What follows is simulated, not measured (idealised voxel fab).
This is a process module. Its name is voxel ribs on slabs.
Section shown: cut. Width: 235 nm. Cell size: 5 nm, square.
Cross-section layout: square cells on a grid; listed as bands, top to bottom; a band spans one or more cell rows. Band: top height; bottom height; in nm. Then, left to right: material with width in nm, for each material. "all across": a single material spanning edge to edge. "empty": empty space. Height reference: 0 = level under which incoming wafer is all one material. Lowest band: no bottom, runs on downward, e.g. "0 and below". Quick explanation for "30->40": the width changes in equal steps down the rows of cells, from the first number in the band's top row to the second number in its bottom row. Any step labelled "no change occurred" changed none of the cells in the cross-section. Entry "Unvented internal voids" = empty spaces >= 8 cells with no open way to the top; each as width x height at distance, distance from left edge, all nm. Whatever follows a step's settings on its line is a remark the simulator itself makes about that step. On any step carrying a mask, the "overlay nm" setting, if present on the step's line, tells how far right of its planned place the mask lay; negative values point to the left.

The planned process steps are enumerated hereunder:
| 1 | RECEIVE [material Si] |
| 2 | DIRECTIONAL_DEP [material SiO2] [thk nm 30] |
| 3 | DIRECTIONAL_DEP [material polySi] [thk nm 15] |
| 4 | MASKED_ETCH [tone cover] [mask id RIB] [width nm 30] [etch materials polySi] [depth nm 10] [overlay nm 0] |
| 5 | PATTERN [tone cover] [mask id SLAB] [material resist] [width nm 90] [thk nm 15] [overlay nm 0] |
| 6 | DIRECTIONAL_ETCH [etch materials polySi] [depth nm 5] |
| 7 | STRIP [etch materials resist] |
| 8 | FILL_DEP [material SiO2] [thk nm 15] |
| 9 | CMP [height nm 55] |
| 10 | DIRECTIONAL_DEP [material TiN] [thk nm 5] |
| 11 | DIRECTIONAL_DEP [material aC] [thk nm 10] |
| 12 | PATTERN [tone cover] [mask id HEATER] [material resist] [width nm 40] [thk nm 25] [overlay nm 0] |
| 13 | DIRECTIONAL_ETCH [etch materials aC] [depth nm 10] |
| 14 | STRIP [etch materials resist] |
| 15 | DIRECTIONAL_ETCH [etch materials TiN] [depth nm 5] |
| 16 | STRIP [etch materials aC] |
| 17 | CONFORMAL_DEP [material SiN] [thk nm 10] |

Cross-section: wafer on arrival = after step 1:
  0 and below  Si all across
  Unvented internal voids: none

End-of-module cross-section. Starting structure and process plan as above; one mistake made in running it:
  70 down to 65  empty (85), SiN (60), empty (90)
  65 down to 60  SiN all across
  60 down to 55  SiN (95), TiN (40), SiN (100)
  55 down to 45  SiO2 (100->70), polySi (30->90), SiO2 (105->75)
  45 down to 30  polySi all across
  30 down to 0  SiO2 all across
  0 and below  Si all across
  Unvented internal voids: none
Where did the run depart from the plan? plan step 3 was twice executed
